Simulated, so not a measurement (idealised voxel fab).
This section sets out a process module, namely voxel local oxidation.
The cross-section shown here is cut; it is 290 nm wide and divided into square cells measuring 5 nm on a side.
A cross-section is a grid of square cells, given in bands from the top down. A band is one or more rows of cells.
A band entry consists of two parts. The first gives the height of the band's top and the height of its bottom, in nm. The rest lists the band's materials from left to right, each with its width in nm. A single material labelled with the word "edge to edge" fills the band from edge to edge, and the word "empty" marks empty space.
Convention: height 0 is the level below which the wafer, as received, is all one material. The lowest band does not terminate at the bottom but continues downward, represented as "0..down".
The notation "30 to 40" denotes a width that varies across the rows of cells in the band, beginning at the first number in the top row, finishing at the second number in the bottom row, and changing by an identical amount from each row to the next.
"same as before", as given for a step, is the statement that not any cell of the cross-section underwent a change during that step.
This entry, "Trapped void list", enumerates those empty regions of no fewer than 8 cells that possess no open connection to the top. Each region is reported in the form width x height at distance, the distance being taken from the left edge, with all three quantities expressed in nm.
If you see something after the settings on a step's line, that's the simulator's own remark about that step.
overlay nm: for a step with a mask, the amount by which the mask lay right of where it was planned; a negative amount means left of it.

## Below is the list of planned process steps
1) RECEIVE, material Si
2) CONFORMAL_DEP, material SiO2, thk nm 5
3) CONFORMAL_DEP, material SiN, thk nm 15
4) MASKED_ETCH, tone cover, mask id ACTIVE, width nm 90, pitch nm 130, etch materials SiN, depth nm 15, overlay nm 0
5) SELECTIVE_ETCH, etch materials SiO2, depth nm 5
6) OXIDIZE, depth nm 15
7) STRIP, etch materials SiN

## As-received wafer cross-section (after step 1)
0..down | Si edge to edge
Trapped void list: none

## One mistake in running the module, otherwise start and plan as above: cross-section at the end
5..0 | empty 40 nm / SiO2 80 nm / empty 50 nm / SiO2 80 nm / empty 40 nm
0..-10 | SiO2 50 nm / Si 60 nm / SiO2 70 nm / Si 60 nm / SiO2 50 nm
-10..down | Si edge to edge
Trapped void list: none
Run error: step 6: run off-plan, actual operation and settings OXIDIZE, depth nm 10
